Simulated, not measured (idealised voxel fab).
Documented hereafter: the process module known as voxel plated lines.
Square cell edge 5 nm, section width 225 nm, ID cut.
Notation: cross-section as square-cell grid; stated in bands, top first, going down; one or more cell rows per band. Band entry format. Leading values: height of top, height of bottom, nm. Remainder: materials in left-to-right order, each with its width in nm. Special words: "everywhere" on a single material, which then fills the band edge to edge; "air", empty space. Ref level 0: as-received wafer is one material below here. Bottom band extends down with no lower bound ("from 0 down"). The expression "30..40" gives the width at the extremes of the band, the first number at its top row of cells and the second at its bottom row, with the width changing by equal amounts from each row to the next in between. "nothing got changed" (step): cross-section cells unchanged, all of them. "Closed void list" contains a list of empty spaces, each no smaller than 8 cells and without an open way to the top, written in the form width x height at distance with the distance from the left edge and all three in nm. Read whatever lies past the settings on a step's line as the simulator's own remark about the step. A step line may carry the setting "overlay nm", which, for steps involving a mask, states the distance by which the mask lay to the right of its intended position; negative values denote displacement to the left.
Below is the list of planned process steps
1: RECEIVE | material Si
2: CONFORMAL_DEP | material SiN | thk nm 10
3: DIRECTIONAL_DEP | material TiN | thk nm 5
4: PATTERN | tone open | mask id LINES | material resist | width nm 30 | pitch nm 45 | thk nm 40 | overlay nm 0
5: EPI | material Ru | thk nm 5
6: EPI | material Ru | thk nm 10
7: EPI | material Ru | thk nm 5
8: STRIP | etch materials resist
9: DIRECTIONAL_ETCH | etch materials TiN | depth nm 5
10: CONFORMAL_DEP | material SiO2 | thk nm 10
It is noted that the wafers described herein are identical at the outset and are distinguished by the thk nm of step 3; the value stated in the plan corresponds to the first wafer.
The first of several wafers, as received after step 1, seen in section
  from 0 down  Si everywhere
  Closed void list: none
Where each wafer stands at the end of the module, a row apiece: cells of each material gained (+) or lost (-) since it was received, then closed voids
thk nm 5 | +48 Ru | +90 SiN | +125 SiO2 | +12 TiN | Closed void list: none
thk nm 10 | +48 Ru | +90 SiN | +125 SiO2 | +57 TiN | Closed void list: none
thk nm 15 | +48 Ru | +90 SiN | +125 SiO2 | +102 TiN | Closed void list: none
thk nm 20 | +48 Ru | +90 SiN | +125 SiO2 | +147 TiN | Closed void list: none
